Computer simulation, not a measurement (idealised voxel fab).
Title: Process Module voxel double patterning
We display cut, a cross-section 240 nm in width whose square cells are each 5 nm.
If you're reading a cross-section in this doc, picture square cells in a grid; it comes to you as bands, top ones listed first down to the bottom, and a band can be one or more rows of cells.
Within each band entry, the heights of the top and of the bottom of the band appear first, in that order and in nm; the materials of the band then follow from left to right, each with its corresponding width in nm. The designation "all across" on a single material indicates that it fills the band from edge to edge; the designation "blank" indicates empty space.
Height datum 0, below which the as-received substrate wafer is one material. Lowest band open at the bottom, running downward: "0 down".
A width such as "30 to 40" changes by the same amount from each row of cells to the next, from the band's top row to its bottom row.
No cell of the cross-section changed in a step that is given as "identical to before".
The entry titled "Enclosed void list" provides the empty spaces that have no open way to the top, restricted to those of 8 cells or more. Each is presented as width x height at distance, the distance being measured from the left edge, with all three in nm.
Anything after a step's settings on that line? It's the simulator's own note about the step.
The line of a step may include "overlay nm". On a step with a mask, this value is how far to the right of its planned place the mask lay. A negative value means the mask lay to the left.

### Set out below are the planned steps of the process
step 1: RECEIVE, material Si
step 2: CONFORMAL_DEP, material SiO2, thk nm 5
step 3: DIRECTIONAL_DEP, material TiN, thk nm 20
step 4: DIRECTIONAL_DEP, material SiCN, thk nm 10
step 5: DIRECTIONAL_DEP, material aC, thk nm 10
step 6: PATTERN, tone open, mask id FIRST, material resist, width nm 15, pitch nm 50, thk nm 25, overlay nm 0
step 7: DIRECTIONAL_ETCH, etch materials aC, depth nm 10
step 8: STRIP, etch materials resist
step 9: DIRECTIONAL_ETCH, etch materials SiCN, depth nm 10
step 10: STRIP, etch materials aC
step 11: PATTERN, tone open, mask id SECOND, material resist, width nm 15, pitch nm 50, thk nm 20, overlay nm 0
step 12: DIRECTIONAL_ETCH, etch materials SiCN, depth nm 10
step 13: STRIP, etch materials resist
step 14: DIRECTIONAL_ETCH, etch materials TiN, depth nm 20
step 15: STRIP, etch materials SiCN

### Delivered wafer in cross-section: state after step 1
0 down: Si all across
Enclosed void list: none

### The first of the two wafers as seen in cross-section once the module was finished; processing followed the plan
25 to 5: 60 nm TiN, then 15 nm blank, then 10 nm TiN, then 15 nm blank, then 10 nm TiN, then 15 nm blank, then 10 nm TiN, then 15 nm blank, then 10 nm TiN, then 15 nm blank, then 65 nm TiN
5 to 0: SiO2 all across
0 down: Si all across
Enclosed void list: none

### Cross-section of the latter of the two wafers at module completion. It had an identical start and an identical plan to the former; in running it, one mistake was made
30 to 10: 60 nm TiN, then 15 nm blank, then 10 nm TiN, then 15 nm blank, then 10 nm TiN, then 15 nm blank, then 10 nm TiN, then 15 nm blank, then 10 nm TiN, then 15 nm blank, then 65 nm TiN
10 to 5: TiN all across
5 to 0: SiO2 all across
0 down: Si all across
Enclosed void list: none
Which mistake was made when the wafer was run? the process deviated at step 3: the operation and settings actually run there were DIRECTIONAL_DEP, material TiN, thk nm 25
The final cell counts differ between the wafers, with the second having more or fewer of some materials than the first: TiN: 48 more
